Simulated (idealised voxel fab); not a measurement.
This section sets out a process module, namely voxel ribs on slabs.
The figure presents cross-section cut, which has a width of 145 nm and is divided into square cells with an edge length of 5 nm.
Cross-section format: a grid of square cells, given as bands from top to bottom; each band is one or more rows of cells.
Basically the band line says how high the top is and how high the bottom is, in nm, and then what's in it from left to right, every material with its width in nm. Empty space shows up as "blank", and if a single material carries "full width" it runs the full band edge to edge.
Ref level 0: as-received wafer is one material below here. Bottom band extends down with no lower bound ("0 -> down").
A width such as "30 to 40" changes by the same amount from each row of cells to the next, from the band's top row to its bottom row.
"remained the same" for a step: no cell of the cross-section changed in that step.
Voids not open to the top, 8 cells minimum: see "Closed void inventory". Written width x height at distance; distance is from the left edge; nm.
Heads up: the bit after the settings on a step's line is the simulator's remark on that step.
What "overlay nm" on a step's line means: if the step has a mask, that mask lay this far to the right of its planned place, or, when the value is negative, to the left.
[Listed below are the process steps as planned]
| 1 | RECEIVE with material Si |
| 2 | DIRECTIONAL_DEP with material SiO2, thk nm 25 |
| 3 | DIRECTIONAL_DEP with material SiN, thk nm 15 |
| 4 | PATTERN with tone cover, mask id RIB, material resist, width nm 25, thk nm 20, overlay nm 0 |
| 5 | DIRECTIONAL_ETCH with etch materials SiN, depth nm 5 |
| 6 | STRIP with etch materials resist |
| 7 | PATTERN with tone cover, mask id SLAB, material resist, width nm 85, thk nm 15, overlay nm 0 |
| 8 | DIRECTIONAL_ETCH with etch materials SiN, depth nm 10 |
| 9 | STRIP with etch materials resist |
| 10 | FILL_DEP with material SiO2, thk nm 15 |
| 11 | CMP with height nm 50 |
| 12 | DIRECTIONAL_DEP with material W, thk nm 10 |
| 13 | PATTERN with tone cover, mask id HEATER, material resist, width nm 35, thk nm 20, overlay nm 0 |
| 14 | DIRECTIONAL_ETCH with etch materials W, depth nm 10 |
| 15 | STRIP with etch materials resist |
| 16 | CONFORMAL_DEP with material SiO2, thk nm 5 |
[The cross-section here shows the wafer as received, i.e. in its state after step 1]
0 -> down: Si full width
Closed void inventory: none
[Wafer cross-section at module end: first of two, run to plan]
65 -> 60: blank 50, then SiO2 45, then blank 50
60 -> 55: blank 50, then SiO2 5, then W 35, then SiO2 5, then blank 50
55 -> 50: SiO2 55, then W 35, then SiO2 55
50 -> 40: SiO2 full width
40 -> 35: SiO2 60, then SiN 25, then SiO2 60
35 -> 25: SiO2 30, then SiN 85, then SiO2 30
25 -> 0: SiO2 full width
0 -> down: Si full width
Closed void inventory: none
[Cross-sectional view: second of two wafers, end of module; start and plan identical to the first, one mistake in running]
65 -> 60: blank 50, then SiO2 45, then blank 50
60 -> 55: blank 50, then SiO2 5, then W 35, then SiO2 5, then blank 50
55 -> 50: SiO2 55, then W 35, then SiO2 55
50 -> 40: SiO2 30, then SiN 85, then SiO2 30
40 -> 25: SiN full width
25 -> 0: SiO2 full width
0 -> down: Si full width
Closed void inventory: none
Want to know what went wrong? step 3 was run twice
Final wafer comparison in cells, second versus first, more or fewer per material: SiN +82; SiO2 -82
